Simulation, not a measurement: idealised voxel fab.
Documented hereafter: the process module known as voxel released beams.
Displayed cross-section: cut, width of 245 nm, square cells sized 5 nm.
Think of the cross-section as a grid of square cells. We describe it in bands, top to bottom, and each band covers one or more rows of those cells. Within each band entry, the heights of the top and of the bottom of the band appear first, in that order and in nm; the materials of the band then follow from left to right, each with its corresponding width in nm. The designation "everywhere" on a single material indicates that it fills the band from edge to edge; the designation "blank" indicates empty space. Height reference: 0 = level under which incoming wafer is all one material. Lowest band: no bottom, runs on downward, e.g. "0 -> down". Read "30..40" as a graded width: first number on top, second number at the bottom, same change between each pair of neighbouring rows. For the purposes of this document, the phrase "no modifications" attached to a step denotes that no cell within the cross-section was modified by that step. Look at "Closed void entries" for the closed voids: empty spaces with no open path to the top, sized 8 cells or up. Each is width x height at distance, distance from the left edge, all nm. Read whatever lies past the settings on a step's line as the simulator's own remark about the step. overlay nm: how far to the right of its planned place the mask lay on this masked step (negative: to the left).
[The process steps that were planned are listed below]
1) RECEIVE: material Si
2) CONFORMAL_DEP: material SiN, thk nm 10
3) DIRECTIONAL_DEP: material SiO2, thk nm 15
4) PATTERN: tone open, mask id ANCHOR, material resist, width nm 45, thk nm 15, overlay nm 0
5) DIRECTIONAL_ETCH: etch materials SiO2, depth nm 15
6) STRIP: etch materials resist
7) CONFORMAL_DEP: material TiN, thk nm 15
8) PATTERN: tone cover, mask id BEAM, material resist, width nm 95, thk nm 15, overlay nm 0
9) DIRECTIONAL_ETCH: etch materials TiN, depth nm 15
10) STRIP: etch materials resist
11) STRIP: etch materials SiO2
[Incoming wafer, cross-sectional view, post step 1]
    0 -> down | Si everywhere
    Closed void entries: none
[Cross-sectional image of the first of two wafers at the end of the module, the run having proceeded as planned]
    40 -> 25 | 70 nm blank, then 20 nm TiN, then 15 nm blank, then 60 nm TiN, then 80 nm blank
    25 -> 10 | 75 nm blank, then 45 nm TiN, then 125 nm blank
    10 -> 0 | SiN everywhere
    0 -> down | Si everywhere
    Closed void entries: none
[Cross-section, second wafer: same start as the first, same plan as the first, one mistake in running it; taken at the end of the module]
    40 -> 25 | 70 nm blank, then 65 nm TiN, then 110 nm blank
    25 -> 10 | 60 nm blank, then 15 nm TiN, then 45 nm SiO2, then 45 nm TiN, then 80 nm blank
    10 -> 0 | SiN everywhere
    0 -> down | Si everywhere
    Closed void entries: none
what went wrong: so step 4 ended up running with a different setting than we planned, it ran as PATTERN: tone cover, mask id ANCHOR, material resist, width nm 45, thk nm 15, overlay nm 0
In the final state, the cell counts of the second wafer exceed or fall short of those of the first for the following materials: SiO2: 27 more
